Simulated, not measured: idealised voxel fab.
The following is a process module called voxel wiring stack.
Pictured: cross-section cut, 255 nm wide, on a grid of 5 nm square cells.
Cross-section, as written here: a square-cell grid given band by band from the top down, where a band holds one or more rows of cells.
It is stipulated that each band's entry specify, in nanometres, the height of the top of the band and then that of its bottom, followed by the materials of the band in left-to-right sequence, each together with its width in nanometres. A single material marked by the word "all across" is understood to fill the band from edge to edge; the word "empty" is understood to denote empty space.
Heads up on the height convention: 0 is the point under which the incoming wafer is all one material, and the lowest band has no bottom, it just keeps going down, like "z 0 and below".
Width "30 to 40": first value at the band's top row of cells, second value at its bottom row, equal change from row to row.
Reading "remains unaltered" for a step: not a cell of the cross-section changed in it.
For the entry "Cavities, closed", the listed items are empty spaces with no open way to the top whose size is 8 cells or more; each item follows the pattern width x height at distance, where distance is from the left edge and all three are in nm.
That trailing text on a step's line, after the settings, is the simulator's own remark on the step.
If you see "overlay nm" on a step's line and that step has a mask, it's telling you how far right of where it was planned the mask ended up; a negative number means it went left instead.
**So here's the lineup of process steps we planned**
- 1: RECEIVE,material Si
- 2: CONFORMAL_DEP,material SiO2,thk nm 15
- 3: DIRECTIONAL_DEP,material TiN,thk nm 5
- 4: DIRECTIONAL_DEP,material Ru,thk nm 20
- 5: MASKED_ETCH,tone cover,mask id METAL_1,width nm 30,pitch nm 60,etch materials Ru,depth nm 20,overlay nm 0
- 6: MASKED_ETCH,tone cover,mask id METAL_1,width nm 30,pitch nm 60,etch materials TiN,depth nm 5,overlay nm 0
- 7: CONFORMAL_DEP,material SiN,thk nm 5
- 8: FILL_DEP,material SiO2,thk nm 10
- 9: CMP,height nm 40
- 10: CONFORMAL_DEP,material SiCN,thk nm 5
- 11: DIRECTIONAL_DEP,material lowk,thk nm 30
- 12: PATTERN,tone open,mask id METAL_2,material resist,width nm 30,pitch nm 60,thk nm 15,overlay nm 0
- 13: DIRECTIONAL_ETCH,etch materials lowk,depth nm 20
- 14: STRIP,etch materials resist
- 15: MASKED_ETCH,tone open,mask id METAL_2_HOLES,width nm 15,pitch nm 120,etch materials lowk,depth nm 10,overlay nm 0
- 16: MASKED_ETCH,tone open,mask id METAL_2_HOLES,width nm 15,pitch nm 120,etch materials SiCN,depth nm 5,overlay nm 0
- 17: CONFORMAL_DEP,material TiN,thk nm 5
- 18: FILL_DEP,material Cu,thk nm 5
- 19: CMP,height nm 75
- 20: CONFORMAL_DEP,material SiCN,thk nm 5
- 21: DIRECTIONAL_DEP,material SiO2,thk nm 30
- 22: MASKED_ETCH,tone open,mask id METAL_3,width nm 30,pitch nm 60,etch materials SiO2,depth nm 15,overlay nm 0
- 23: MASKED_ETCH,tone open,mask id METAL_3_HOLES,width nm 15,pitch nm 120,etch materials SiO2,depth nm 15,overlay nm 0
- 24: MASKED_ETCH,tone open,mask id METAL_3_HOLES,width nm 15,pitch nm 120,etch materials SiCN,depth nm 5,overlay nm 0
- 25: CONFORMAL_DEP,material TiN,thk nm 5
- 26: FILL_DEP,material Cu,thk nm 10
- 27: CMP,height nm 110
- 28: CONFORMAL_DEP,material SiCN,thk nm 5
- 29: DIRECTIONAL_DEP,material SiO2,thk nm 30
- 30: PATTERN,tone open,mask id METAL_4,material resist,width nm 30,pitch nm 60,thk nm 15,overlay nm 0
- 31: DIRECTIONAL_ETCH,etch materials SiO2,depth nm 15
- 32: STRIP,etch materials resist
- 33: MASKED_ETCH,tone open,mask id METAL_4_HOLES,width nm 15,pitch nm 60,etch materials SiO2,depth nm 15,overlay nm 0
- 34: MASKED_ETCH,tone open,mask id METAL_4_HOLES,width nm 15,pitch nm 60,etch materials SiCN,depth nm 5,overlay nm 0
- 35: CONFORMAL_DEP,material TiN,thk nm 5
- 36: FILL_DEP,material Cu,thk nm 10
- 37: CMP,height nm 145
- 38: CONFORMAL_DEP,material SiN,thk nm 5
**The first of the two wafers, which ran as planned**
**Wafer as received: cross-section following step 1**
- z 0 and below: Si all across
- Cavities, closed: none
**Once step 2 is through, the wafer looks like this in cross-section**
- z 15 to 0: SiO2 all across
- Nothing below the height 0 has changed.
**Once step 3 is through, the wafer looks like this in cross-section**
- z 20 to 15: TiN all across
- Nothing below the height 15 has changed.
**Once step 4 is through, the wafer looks like this in cross-section**
- z 40 to 20: Ru all across
- Nothing below the height 20 has changed.
**Once step 5 is through, the wafer looks like this in cross-section**
- z 40 to 20: empty (20) | Ru (30) | empty (30) | Ru (30) | empty (30) | Ru (30) | empty (30) | Ru (30) | empty (25)
- Nothing below the height 20 has changed.
**Once step 6 is through, the wafer looks like this in cross-section**
- z 40 to 20: empty (20) | Ru (30) | empty (30) | Ru (30) | empty (30) | Ru (30) | empty (30) | Ru (30) | empty (25)
- z 20 to 15: empty (20) | TiN (30) | empty (30) | TiN (30) | empty (30) | TiN (30) | empty (30) | TiN (30) | empty (25)
- Nothing below the height 15 has changed.
**Once step 7 is through, the wafer looks like this in cross-section**
- z 45 to 40: empty (15) | SiN (40) | empty (20) | SiN (40) | empty (20) | SiN (40) | empty (20) | SiN (40) | empty (20)
- z 40 to 20: empty (15) | SiN (5) | Ru (30) | SiN (5) | empty (20) | SiN (5) | Ru (30) | SiN (5) | empty (20) | SiN (5) | Ru (30) | SiN (5) | empty (20) | SiN (5) | Ru (30) | SiN (5) | empty (20)
- z 20 to 15: SiN (20) | TiN (30) | SiN (30) | TiN (30) | SiN (30) | TiN (30) | SiN (30) | TiN (30) | SiN (25)
- Nothing below the height 15 has changed.
**Once step 8 is through, the wafer looks like this in cross-section**
- z 55 to 45: SiO2 all across
- z 45 to 40: SiO2 (15) | SiN (40) | SiO2 (20) | SiN (40) | SiO2 (20) | SiN (40) | SiO2 (20) | SiN (40) | SiO2 (20)
- z 40 to 20: SiO2 (15) | SiN (5) | Ru (30) | SiN (5) | SiO2 (20) | SiN (5) | Ru (30) | SiN (5) | SiO2 (20) | SiN (5) | Ru (30) | SiN (5) | SiO2 (20) | SiN (5) | Ru (30) | SiN (5) | SiO2 (20)
- Nothing below the height 20 has changed.
**Once step 9 is through, the wafer looks like this in cross-section**
- z 40 to 20: SiO2 (15) | SiN (5) | Ru (30) | SiN (5) | SiO2 (20) | SiN (5) | Ru (30) | SiN (5) | SiO2 (20) | SiN (5) | Ru (30) | SiN (5) | SiO2 (20) | SiN (5) | Ru (30) | SiN (5) | SiO2 (20)
- Nothing below the height 20 has changed.
**Once step 10 is through, the wafer looks like this in cross-section**
- z 45 to 40: SiCN all across
- Nothing below the height 40 has changed.
**Once step 11 is through, the wafer looks like this in cross-section**
- z 75 to 45: lowk all across
- Nothing below the height 45 has changed.
**Once step 12 is through, the wafer looks like this in cross-section**
- z 90 to 75: resist (20) | empty (30) | resist (30) | empty (30) | resist (30) | empty (30) | resist (30) | empty (30) | resist (25)
- Nothing below the height 75 has changed.
**Once step 13 is through, the wafer looks like this in cross-section**
- z 90 to 75: resist (20) | empty (30) | resist (30) | empty (30) | resist (30) | empty (30) | resist (30) | empty (30) | resist (25)
- z 75 to 55: lowk (20) | empty (30) | lowk (30) | empty (30) | lowk (30) | empty (30) | lowk (30) | empty (30) | lowk (25)
- Nothing below the height 55 has changed.
**Once step 14 is through, the wafer looks like this in cross-section**
- z 75 to 55: lowk (20) | empty (30) | lowk (30) | empty (30) | lowk (30) | empty (30) | lowk (30) | empty (30) | lowk (25)
- Nothing below the height 55 has changed.
**Once step 15 is through, the wafer looks like this in cross-section**
- z 75 to 55: lowk (20) | empty (30) | lowk (30) | empty (30) | lowk (30) | empty (30) | lowk (30) | empty (30) | lowk (25)
- z 55 to 45: lowk (20) | empty (15) | lowk (105) | empty (15) | lowk (100)
- Nothing below the height 45 has changed.
**Once step 16 is through, the wafer looks like this in cross-section**
- z 75 to 55: lowk (20) | empty (30) | lowk (30) | empty (30) | lowk (30) | empty (30) | lowk (30) | empty (30) | lowk (25)
- z 55 to 45: lowk (20) | empty (15) | lowk (105) | empty (15) | lowk (100)
- z 45 to 40: SiCN (20) | empty (15) | SiCN (105) | empty (15) | SiCN (100)
- Nothing below the height 40 has changed.
**Once step 17 is through, the wafer looks like this in cross-section**
- z 80 to 75: TiN (25) | empty (20) | TiN (40) | empty (20) | TiN (40) | empty (20) | TiN (40) | empty (20) | TiN (30)
- z 75 to 60: lowk (20) | TiN (5) | empty (20) | TiN (5) | lowk (30) | TiN (5) | empty (20) | TiN (5) | lowk (30) | TiN (5) | empty (20) | TiN (5) | lowk (30) | TiN (5) | empty (20) | TiN (5) | lowk (25)
- z 60 to 55: lowk (20) | TiN (5) | empty (5) | TiN (20) | lowk (30) | TiN (30) | lowk (30) | TiN (5) | empty (5) | TiN (20) | lowk (30) | TiN (30) | lowk (25)
- z 55 to 45: lowk (20) | TiN (5) | empty (5) | TiN (5) | lowk (105) | TiN (5) | empty (5) | TiN (5) | lowk (100)
- z 45 to 40: SiCN (20) | TiN (15) | SiCN (105) | TiN (15) | SiCN (100)
- Nothing below the height 40 has changed.
**Once step 18 is through, the wafer looks like this in cross-section**
- z 85 to 80: Cu all across
- z 80 to 75: TiN (25) | Cu (20) | TiN (40) | Cu (20) | TiN (40) | Cu (20) | TiN (40) | Cu (20) | TiN (30)
- z 75 to 60: lowk (20) | TiN (5) | Cu (20) | TiN (5) | lowk (30) | TiN (5) | Cu (20) | TiN (5) | lowk (30) | TiN (5) | Cu (20) | TiN (5) | lowk (30) | TiN (5) | Cu (20) | TiN (5) | lowk (25)
- z 60 to 55: lowk (20) | TiN (5) | Cu (5) | TiN (20) | lowk (30) | TiN (30) | lowk (30) | TiN (5) | Cu (5) | TiN (20) | lowk (30) | TiN (30) | lowk (25)
- z 55 to 45: lowk (20) | TiN (5) | Cu (5) | TiN (5) | lowk (105) | TiN (5) | Cu (5) | TiN (5) | lowk (100)
- Nothing below the height 45 has changed.
**Once step 19 is through, the wafer looks like this in cross-section**
- z 75 to 60: lowk (20) | TiN (5) | Cu (20) | TiN (5) | lowk (30) | TiN (5) | Cu (20) | TiN (5) | lowk (30) | TiN (5) | Cu (20) | TiN (5) | lowk (30) | TiN (5) | Cu (20) | TiN (5) | lowk (25)
- Nothing below the height 60 has changed.
**Once step 20 is through, the wafer looks like this in cross-section**
- z 80 to 75: SiCN all across
- Nothing below the height 75 has changed.
**Once step 21 is through, the wafer looks like this in cross-section**
- z 110 to 80: SiO2 all across
- Nothing below the height 80 has changed.
**Once step 22 is through, the wafer looks like this in cross-section**
- z 110 to 95: SiO2 (20) | empty (30) | SiO2 (30) | empty (30) | SiO2 (30) | empty (30) | SiO2 (30) | empty (30) | SiO2 (25)
- Nothing below the height 95 has changed.
**Once step 23 is through, the wafer looks like this in cross-section**
- z 110 to 95: SiO2 (20) | empty (30) | SiO2 (30) | empty (30) | SiO2 (30) | empty (30) | SiO2 (30) | empty (30) | SiO2 (25)
- z 95 to 80: SiO2 (20) | empty (15) | SiO2 (105) | empty (15) | SiO2 (100)
- Nothing below the height 80 has changed.
**Once step 24 is through, the wafer looks like this in cross-section**
- z 110 to 95: SiO2 (20) | empty (30) | SiO2 (30) | empty (30) | SiO2 (30) | empty (30) | SiO2 (30) | empty (30) | SiO2 (25)
- z 95 to 80: SiO2 (20) | empty (15) | SiO2 (105) | empty (15) | SiO2 (100)
- z 80 to 75: SiCN (20) | empty (15) | SiCN (105) | empty (15) | SiCN (100)
- Nothing below the height 75 has changed.
**Once step 25 is through, the wafer looks like this in cross-section**
- z 115 to 110: TiN (25) | empty (20) | TiN (40) | empty (20) | TiN (40) | empty (20) | TiN (40) | empty (20) | TiN (30)
- z 110 to 100: SiO2 (20) | TiN (5) | empty (20) | TiN (5) | SiO2 (30) | TiN (5) | empty (20) | TiN (5) | SiO2 (30) | TiN (5) | empty (20) | TiN (5) | SiO2 (30) | TiN (5) | empty (20) | TiN (5) | SiO2 (25)
- z 100 to 95: SiO2 (20) | TiN (5) | empty (5) | TiN (20) | SiO2 (30) | TiN (30) | SiO2 (30) | TiN (5) | empty (5) | TiN (20) | SiO2 (30) | TiN (30) | SiO2 (25)
- z 95 to 80: SiO2 (20) | TiN (5) | empty (5) | TiN (5) | SiO2 (105) | TiN (5) | empty (5) | TiN (5) | SiO2 (100)
- z 80 to 75: SiCN (20) | TiN (15) | SiCN (105) | TiN (15) | SiCN (100)
- Nothing below the height 75 has changed.
**Once step 26 is through, the wafer looks like this in cross-section**
- z 125 to 115: Cu all across
- z 115 to 110: TiN (25) | Cu (20) | TiN (40) | Cu (20) | TiN (40) | Cu (20) | TiN (40) | Cu (20) | TiN (30)
- z 110 to 100: SiO2 (20) | TiN (5) | Cu (20) | TiN (5) | SiO2 (30) | TiN (5) | Cu (20) | TiN (5) | SiO2 (30) | TiN (5) | Cu (20) | TiN (5) | SiO2 (30) | TiN (5) | Cu (20) | TiN (5) | SiO2 (25)
- z 100 to 95: SiO2 (20) | TiN (5) | Cu (5) | TiN (20) | SiO2 (30) | TiN (30) | SiO2 (30) | TiN (5) | Cu (5) | TiN (20) | SiO2 (30) | TiN (30) | SiO2 (25)
- z 95 to 80: SiO2 (20) | TiN (5) | Cu (5) | TiN (5) | SiO2 (105) | TiN (5) | Cu (5) | TiN (5) | SiO2 (100)
- Nothing below the height 80 has changed.
**Once step 27 is through, the wafer looks like this in cross-section**
- z 110 to 100: SiO2 (20) | TiN (5) | Cu (20) | TiN (5) | SiO2 (30) | TiN (5) | Cu (20) | TiN (5) | SiO2 (30) | TiN (5) | Cu (20) | TiN (5) | SiO2 (30) | TiN (5) | Cu (20) | TiN (5) | SiO2 (25)
- Nothing below the height 100 has changed.
**Once step 28 is through, the wafer looks like this in cross-section**
- z 115 to 110: SiCN all across
- Nothing below the height 110 has changed.
**Once step 29 is through, the wafer looks like this in cross-section**
- z 145 to 115: SiO2 all across
- Nothing below the height 115 has changed.
**Once step 30 is through, the wafer looks like this in cross-section**
- z 160 to 145: resist (20) | empty (30) | resist (30) | empty (30) | resist (30) | empty (30) | resist (30) | empty (30) | resist (25)
- Nothing below the height 145 has changed.
**Once step 31 is through, the wafer looks like this in cross-section**
- z 160 to 145: resist (20) | empty (30) | resist (30) | empty (30) | resist (30) | empty (30) | resist (30) | empty (30) | resist (25)
- z 145 to 130: SiO2 (20) | empty (30) | SiO2 (30) | empty (30) | SiO2 (30) | empty (30) | SiO2 (30) | empty (30) | SiO2 (25)
- Nothing below the height 130 has changed.
**Once step 32 is through, the wafer looks like this in cross-section**
- z 145 to 130: SiO2 (20) | empty (30) | SiO2 (30) | empty (30) | SiO2 (30) | empty (30) | SiO2 (30) | empty (30) | SiO2 (25)
- Nothing below the height 130 has changed.
**Once step 33 is through, the wafer looks like this in cross-section**
- z 145 to 130: SiO2 (20) | empty (30) | SiO2 (30) | empty (30) | SiO2 (30) | empty (30) | SiO2 (30) | empty (30) | SiO2 (25)
- z 130 to 115: SiO2 (20) | empty (15) | SiO2 (45) | empty (15) | SiO2 (45) | empty (15) | SiO2 (45) | empty (15) | SiO2 (40)
- Nothing below the height 115 has changed.
**Once step 34 is through, the wafer looks like this in cross-section**
- z 145 to 130: SiO2 (20) | empty (30) | SiO2 (30) | empty (30) | SiO2 (30) | empty (30) | SiO2 (30) | empty (30) | SiO2 (25)
- z 130 to 115: SiO2 (20) | empty (15) | SiO2 (45) | empty (15) | SiO2 (45) | empty (15) | SiO2 (45) | empty (15) | SiO2 (40)
- z 115 to 110: SiCN (20) | empty (15) | SiCN (45) | empty (15) | SiCN (45) | empty (15) | SiCN (45) | empty (15) | SiCN (40)
- Nothing below the height 110 has changed.
**Once step 35 is through, the wafer looks like this in cross-section**
- z 150 to 145: TiN (25) | empty (20) | TiN (40) | empty (20) | TiN (40) | empty (20) | TiN (40) | empty (20) | TiN (30)
- z 145 to 135: SiO2 (20) | TiN (5) | empty (20) | TiN (5) | SiO2 (30) | TiN (5) | empty (20) | TiN (5) | SiO2 (30) | TiN (5) | empty (20) | TiN (5) | SiO2 (30) | TiN (5) | empty (20) | TiN (5) | SiO2 (25)
- z 135 to 130: SiO2 (20) | TiN (5) | empty (5) | TiN (20) | SiO2 (30) | TiN (5) | empty (5) | TiN (20) | SiO2 (30) | TiN (5) | empty (5) | TiN (20) | SiO2 (30) | TiN (5) | empty (5) | TiN (20) | SiO2 (25)
- z 130 to 115: SiO2 (20) | TiN (5) | empty (5) | TiN (5) | SiO2 (45) | TiN (5) | empty (5) | TiN (5) | SiO2 (45) | TiN (5) | empty (5) | TiN (5) | SiO2 (45) | TiN (5) | empty (5) | TiN (5) | SiO2 (40)
- z 115 to 110: SiCN (20) | TiN (15) | SiCN (45) | TiN (15) | SiCN (45) | TiN (15) | SiCN (45) | TiN (15) | SiCN (40)
- Nothing below the height 110 has changed.
**Once step 36 is through, the wafer looks like this in cross-section**
- z 160 to 150: Cu all across
- z 150 to 145: TiN (25) | Cu (20) | TiN (40) | Cu (20) | TiN (40) | Cu (20) | TiN (40) | Cu (20) | TiN (30)
- z 145 to 135: SiO2 (20) | TiN (5) | Cu (20) | TiN (5) | SiO2 (30) | TiN (5) | Cu (20) | TiN (5) | SiO2 (30) | TiN (5) | Cu (20) | TiN (5) | SiO2 (30) | TiN (5) | Cu (20) | TiN (5) | SiO2 (25)
- z 135 to 130: SiO2 (20) | TiN (5) | Cu (5) | TiN (20) | SiO2 (30) | TiN (5) | Cu (5) | TiN (20) | SiO2 (30) | TiN (5) | Cu (5) | TiN (20) | SiO2 (30) | TiN (5) | Cu (5) | TiN (20) | SiO2 (25)
- z 130 to 115: SiO2 (20) | TiN (5) | Cu (5) | TiN (5) | SiO2 (45) | TiN (5) | Cu (5) | TiN (5) | SiO2 (45) | TiN (5) | Cu (5) | TiN (5) | SiO2 (45) | TiN (5) | Cu (5) | TiN (5) | SiO2 (40)
- Nothing below the height 115 has changed.
**Once step 37 is through, the wafer looks like this in cross-section**
- z 145 to 135: SiO2 (20) | TiN (5) | Cu (20) | TiN (5) | SiO2 (30) | TiN (5) | Cu (20) | TiN (5) | SiO2 (30) | TiN (5) | Cu (20) | TiN (5) | SiO2 (30) | TiN (5) | Cu (20) | TiN (5) | SiO2 (25)
- Nothing below the height 135 has changed.
**Once step 38 is through, the wafer looks like this in cross-section**
- z 150 to 145: SiN all across
- Nothing below the height 145 has changed.
**Second wafer - shared start and plan with the first - one error in running - same as the first up to step 22 inclusive**
**Planned end of step 23: second wafer, cross-section**
- z 110 to 95: SiO2 (20) | empty (30) | SiO2 (30) | empty (30) | SiO2 (30) | empty (30) | SiO2 (30) | empty (30) | SiO2 (25)
- z 95 to 90: SiO2 (20) | empty (15) | SiO2 (105) | empty (15) | SiO2 (100)
- Nothing below the height 90 has changed.
Planned end of step 24: second wafer, cross-section: remains unaltered
**Planned end of step 25: second wafer, cross-section**
- z 115 to 110: TiN (25) | empty (20) | TiN (40) | empty (20) | TiN (40) | empty (20) | TiN (40) | empty (20) | TiN (30)
- z 110 to 100: SiO2 (20) | TiN (5) | empty (20) | TiN (5) | SiO2 (30) | TiN (5) | empty (20) | TiN (5) | SiO2 (30) | TiN (5) | empty (20) | TiN (5) | SiO2 (30) | TiN (5) | empty (20) | TiN (5) | SiO2 (25)
- z 100 to 95: SiO2 (20) | TiN (5) | empty (5) | TiN (20) | SiO2 (30) | TiN (30) | SiO2 (30) | TiN (5) | empty (5) | TiN (20) | SiO2 (30) | TiN (30) | SiO2 (25)
- z 95 to 90: SiO2 (20) | TiN (15) | SiO2 (105) | TiN (15) | SiO2 (100)
- Nothing below the height 90 has changed.
**Planned end of step 26: second wafer, cross-section**
- z 125 to 115: Cu all across
- z 115 to 110: TiN (25) | Cu (20) | TiN (40) | Cu (20) | TiN (40) | Cu (20) | TiN (40) | Cu (20) | TiN (30)
- z 110 to 100: SiO2 (20) | TiN (5) | Cu (20) | TiN (5) | SiO2 (30) | TiN (5) | Cu (20) | TiN (5) | SiO2 (30) | TiN (5) | Cu (20) | TiN (5) | SiO2 (30) | TiN (5) | Cu (20) | TiN (5) | SiO2 (25)
- z 100 to 95: SiO2 (20) | TiN (5) | Cu (5) | TiN (20) | SiO2 (30) | TiN (30) | SiO2 (30) | TiN (5) | Cu (5) | TiN (20) | SiO2 (30) | TiN (30) | SiO2 (25)
- Nothing below the height 95 has changed.
**Planned end of step 27: second wafer, cross-section**
- z 110 to 100: SiO2 (20) | TiN (5) | Cu (20) | TiN (5) | SiO2 (30) | TiN (5) | Cu (20) | TiN (5) | SiO2 (30) | TiN (5) | Cu (20) | TiN (5) | SiO2 (30) | TiN (5) | Cu (20) | TiN (5) | SiO2 (25)
- Nothing below the height 100 has changed.
**Planned end of step 28: second wafer, cross-section**
- z 115 to 110: SiCN all across
- Nothing below the height 110 has changed.
**Planned end of step 29: second wafer, cross-section**
- z 145 to 115: SiO2 all across
- Nothing below the height 115 has changed.
**Planned end of step 30: second wafer, cross-section**
- z 160 to 145: resist (20) | empty (30) | resist (30) | empty (30) | resist (30) | empty (30) | resist (30) | empty (30) | resist (25)
- Nothing below the height 145 has changed.
**Planned end of step 31: second wafer, cross-section**
- z 160 to 145: resist (20) | empty (30) | resist (30) | empty (30) | resist (30) | empty (30) | resist (30) | empty (30) | resist (25)
- z 145 to 130: SiO2 (20) | empty (30) | SiO2 (30) | empty (30) | SiO2 (30) | empty (30) | SiO2 (30) | empty (30) | SiO2 (25)
- Nothing below the height 130 has changed.
**Planned end of step 32: second wafer, cross-section**
- z 145 to 130: SiO2 (20) | empty (30) | SiO2 (30) | empty (30) | SiO2 (30) | empty (30) | SiO2 (30) | empty (30) | SiO2 (25)
- Nothing below the height 130 has changed.
**Planned end of step 33: second wafer, cross-section**
- z 145 to 130: SiO2 (20) | empty (30) | SiO2 (30) | empty (30) | SiO2 (30) | empty (30) | SiO2 (30) | empty (30) | SiO2 (25)
- z 130 to 115: SiO2 (20) | empty (15) | SiO2 (45) | empty (15) | SiO2 (45) | empty (15) | SiO2 (45) | empty (15) | SiO2 (40)
- Nothing below the height 115 has changed.
**Planned end of step 34: second wafer, cross-section**
- z 145 to 130: SiO2 (20) | empty (30) | SiO2 (30) | empty (30) | SiO2 (30) | empty (30) | SiO2 (30) | empty (30) | SiO2 (25)
- z 130 to 115: SiO2 (20) | empty (15) | SiO2 (45) | empty (15) | SiO2 (45) | empty (15) | SiO2 (45) | empty (15) | SiO2 (40)
- z 115 to 110: SiCN (20) | empty (15) | SiCN (45) | empty (15) | SiCN (45) | empty (15) | SiCN (45) | empty (15) | SiCN (40)
- Nothing below the height 110 has changed.
**Planned end of step 35: second wafer, cross-section**
- z 150 to 145: TiN (25) | empty (20) | TiN (40) | empty (20) | TiN (40) | empty (20) | TiN (40) | empty (20) | TiN (30)
- z 145 to 135: SiO2 (20) | TiN (5) | empty (20) | TiN (5) | SiO2 (30) | TiN (5) | empty (20) | TiN (5) | SiO2 (30) | TiN (5) | empty (20) | TiN (5) | SiO2 (30) | TiN (5) | empty (20) | TiN (5) | SiO2 (25)
- z 135 to 130: SiO2 (20) | TiN (5) | empty (5) | TiN (20) | SiO2 (30) | TiN (5) | empty (5) | TiN (20) | SiO2 (30) | TiN (5) | empty (5) | TiN (20) | SiO2 (30) | TiN (5) | empty (5) | TiN (20) | SiO2 (25)
- z 130 to 115: SiO2 (20) | TiN (5) | empty (5) | TiN (5) | SiO2 (45) | TiN (5) | empty (5) | TiN (5) | SiO2 (45) | TiN (5) | empty (5) | TiN (5) | SiO2 (45) | TiN (5) | empty (5) | TiN (5) | SiO2 (40)
- z 115 to 110: SiCN (20) | TiN (15) | SiCN (45) | TiN (15) | SiCN (45) | TiN (15) | SiCN (45) | TiN (15) | SiCN (40)
- Nothing below the height 110 has changed.
**Planned end of step 36: second wafer, cross-section**
- z 160 to 150: Cu all across
- z 150 to 145: TiN (25) | Cu (20) | TiN (40) | Cu (20) | TiN (40) | Cu (20) | TiN (40) | Cu (20) | TiN (30)
- z 145 to 135: SiO2 (20) | TiN (5) | Cu (20) | TiN (5) | SiO2 (30) | TiN (5) | Cu (20) | TiN (5) | SiO2 (30) | TiN (5) | Cu (20) | TiN (5) | SiO2 (30) | TiN (5) | Cu (20) | TiN (5) | SiO2 (25)
- z 135 to 130: SiO2 (20) | TiN (5) | Cu (5) | TiN (20) | SiO2 (30) | TiN (5) | Cu (5) | TiN (20) | SiO2 (30) | TiN (5) | Cu (5) | TiN (20) | SiO2 (30) | TiN (5) | Cu (5) | TiN (20) | SiO2 (25)
- z 130 to 115: SiO2 (20) | TiN (5) | Cu (5) | TiN (5) | SiO2 (45) | TiN (5) | Cu (5) | TiN (5) | SiO2 (45) | TiN (5) | Cu (5) | TiN (5) | SiO2 (45) | TiN (5) | Cu (5) | TiN (5) | SiO2 (40)
- Nothing below the height 115 has changed.
**Planned end of step 37: second wafer, cross-section**
- z 145 to 135: SiO2 (20) | TiN (5) | Cu (20) | TiN (5) | SiO2 (30) | TiN (5) | Cu (20) | TiN (5) | SiO2 (30) | TiN (5) | Cu (20) | TiN (5) | SiO2 (30) | TiN (5) | Cu (20) | TiN (5) | SiO2 (25)
- Nothing below the height 135 has changed.
**Planned end of step 38: second wafer, cross-section**
- z 150 to 145: SiN all across
- Nothing below the height 145 has changed.
Plan not followed: step 23 did not use the planned setting and instead ran as MASKED_ETCH,tone open,mask id METAL_3_HOLES,width nm 15,pitch nm 120,etch materials SiO2,depth nm 5,overlay nm 0
Materials where the second wafer ends with more or fewer cells than the first: Cu -6; SiCN +6; SiO2 +12; TiN -12
